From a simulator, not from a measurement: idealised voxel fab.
process module | voxel plated lines
cross-section cut | 240 nm wide | cells 5 nm
A cross-section is a grid of square cells, given in bands from the top down. A band is one or more rows of cells.
Each band's line starts with the height of the band's top and of its bottom, in nm. Then come its materials from left to right, each with its width in nm. One material with "throughout" fills the band from edge to edge. "air" is empty space.
Height 0 is the level under which the wafer as received is all one material. The lowest band goes on downwards, as in "0 down".
A width such as "30 to 40" changes by the same amount from each row of cells to the next, from the band's top row to its bottom row.
"no change" after a step means that no cell of the cross-section changed.
closed voids: empty space of 8 cells or more with no open way to the top, each as width x height at its distance from the left edge, in nm
after a step's settings: what the simulator itself notes on the step
overlay nm, on a step with a mask: how far to the right of its planned place the mask lay; to the left if negative
plan
1 op RECEIVE | material Si
2 op CONFORMAL_DEP | material SiO2 | thk nm 5
3 op DIRECTIONAL_DEP | material TiN | thk nm 5
4 op PATTERN | tone open | mask id LINES | material resist | width nm 20 | pitch nm 50 | thk nm 15 | overlay nm 0
5 op EPI | material Ru | thk nm 5
6 op STRIP | etch materials resist
7 op DIRECTIONAL_ETCH | etch materials TiN | depth nm 5
8 op CONFORMAL_DEP | material SiN | thk nm 5
as received, after step 1
  0 down: Si throughout
  closed voids: none
first wafer at the end, as planned
  20 to 15: air 30 | SiN 30 | air 20 | SiN 30 | air 20 | SiN 30 | air 20 | SiN 30 | air 30
  15 to 10: air 30 | SiN 5 | Ru 20 | SiN 5 | air 20 | SiN 5 | Ru 20 | SiN 5 | air 20 | SiN 5 | Ru 20 | SiN 5 | air 20 | SiN 5 | Ru 20 | SiN 5 | air 30
  10 to 5: SiN 35 | TiN 20 | SiN 30 | TiN 20 | SiN 30 | TiN 20 | SiN 30 | TiN 20 | SiN 35
  5 to 0: SiO2 throughout
  0 down: Si throughout
  closed voids: none
second wafer at the end: like start, like plan, one mistake
  20 to 15: air 40 | SiN 30 | air 20 | SiN 30 | air 20 | SiN 30 | air 20 | SiN 30 | air 20
  15 to 10: air 40 | SiN 5 | Ru 20 | SiN 5 | air 20 | SiN 5 | Ru 20 | SiN 5 | air 20 | SiN 5 | Ru 20 | SiN 5 | air 20 | SiN 5 | Ru 20 | SiN 5 | air 20
  10 to 5: SiN 45 | TiN 20 | SiN 30 | TiN 20 | SiN 30 | TiN 20 | SiN 30 | TiN 20 | SiN 25
  5 to 0: SiO2 throughout
  0 down: Si throughout
  closed voids: none
what went wrong: step 4 ran as: op PATTERN | tone open | mask id LINES | material resist | width nm 20 | pitch nm 50 | thk nm 15 | overlay nm 10
at the end the second wafer has, in cells: as many of each material as the first, in other places
